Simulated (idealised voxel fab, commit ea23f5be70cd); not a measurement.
voxel tone inversion: a process module
Square cell edge 5 nm, section width 295 nm, ID cut.
Format of a cross-section: grid, square cells. Given as bands. Order: top down. Band: one or more rows of cells.
Band entry format. Leading values: height of top, height of bottom, nm. Remainder: materials in left-to-right order, each with its width in nm. Special words: "everywhere" on a single material, which then fills the band edge to edge; "air", empty space.
Beneath 0, the wafer as received is one material, and that level is where height counting begins. The lowest band goes on downward without a bottom; it is written like "0 down".
Top row gets the first number, bottom row gets the second, and each row in between changes by the same step: that is how a band width like "30->40" works.
Basically "no alterations made" means that step didn't change any cell in the cross-section.
In "Enclosed internal voids" the enclosed voids are listed, meaning empty spaces of 8 cells or larger without any opening to the top. The form is width x height at distance, distance from the left edge, units nm.
Anything after a step's settings on that line? It's the simulator's own note about the step.
Each step line may optionally specify "overlay nm", which for a step with a mask gives the rightward distance between the mask's planned place and where it lay, a negative value indicating the leftward direction.

## Planned step list for the process
1 RECEIVE | material Si
2 CONFORMAL_DEP | material SiCN | thk nm 5
3 DIRECTIONAL_DEP | material aC | thk nm 25
4 PATTERN | tone cover | mask id POSTS | material resist | width nm 15 | pitch nm 45 | thk nm 35 | overlay nm 0
5 DIRECTIONAL_ETCH | etch materials aC | depth nm 25
6 STRIP | etch materials resist
7 FILL_DEP | material SiO2 | thk nm 5
8 CMP | height nm 30
9 STRIP | etch materials aC

## Wafer, first of two, run as planned

## Cross-section of the wafer upon arrival, representing the state reached after step 1
- 0 down: Si everywhere
- Enclosed internal voids: none

## Wafer after step 2 (cross-section)
- 5 to 0: SiCN everywhere
- Below 0, no change.

## Wafer after step 3 (cross-section)
- 30 to 5: aC everywhere
- Below 5, no change.

## Wafer after step 4 (cross-section)
- 65 to 30: air 95; resist 15; air 30; resist 15; air 30; resist 15; air 95
- Below 30, no change.

## Wafer after step 5 (cross-section)
- 40 to 30: air 95; resist 15; air 30; resist 15; air 30; resist 15; air 95
- 30 to 5: air 95; aC 15; air 30; aC 15; air 30; aC 15; air 95
- Below 5, no change.

## Wafer after step 6 (cross-section)
- 30 to 5: air 95; aC 15; air 30; aC 15; air 30; aC 15; air 95
- Below 5, no change.

## Wafer after step 7 (cross-section)
- 35 to 30: SiO2 everywhere
- 30 to 5: SiO2 95; aC 15; SiO2 30; aC 15; SiO2 30; aC 15; SiO2 95
- Below 5, no change.

## Wafer after step 8 (cross-section)
- 30 to 5: SiO2 95; aC 15; SiO2 30; aC 15; SiO2 30; aC 15; SiO2 95
- Below 5, no change.

## Wafer after step 9 (cross-section)
- 30 to 5: SiO2 95; air 15; SiO2 30; air 15; SiO2 30; air 15; SiO2 95
- Below 5, no change.

## Wafer two of the pair: same origin, same plan, one error during the run; identical to wafer one up to and including step 3

## Cross-section of the second wafer when, according to plan, step 4 should have finished
- 65 to 30: air 105; resist 15; air 30; resist 15; air 30; resist 15; air 85
- Below 30, no change.

## Cross-section of the second wafer when, according to plan, step 5 should have finished
- 40 to 30: air 105; resist 15; air 30; resist 15; air 30; resist 15; air 85
- 30 to 5: air 105; aC 15; air 30; aC 15; air 30; aC 15; air 85
- Below 5, no change.

## Cross-section of the second wafer when, according to plan, step 6 should have finished
- 30 to 5: air 105; aC 15; air 30; aC 15; air 30; aC 15; air 85
- Below 5, no change.

## Cross-section of the second wafer when, according to plan, step 7 should have finished
- 35 to 30: SiO2 everywhere
- 30 to 5: SiO2 105; aC 15; SiO2 30; aC 15; SiO2 30; aC 15; SiO2 85
- Below 5, no change.

## Cross-section of the second wafer when, according to plan, step 8 should have finished
- 30 to 5: SiO2 105; aC 15; SiO2 30; aC 15; SiO2 30; aC 15; SiO2 85
- Below 5, no change.

## Cross-section of the second wafer when, according to plan, step 9 should have finished
- 30 to 5: SiO2 105; air 15; SiO2 30; air 15; SiO2 30; air 15; SiO2 85
- Below 5, no change.
What was the processing mistake? step 4: run off-plan, actual operation and settings PATTERN | tone cover | mask id POSTS | material resist | width nm 15 | pitch nm 45 | thk nm 35 | overlay nm 10
Final wafers compared: equal cell tally per material, rearranged layout.
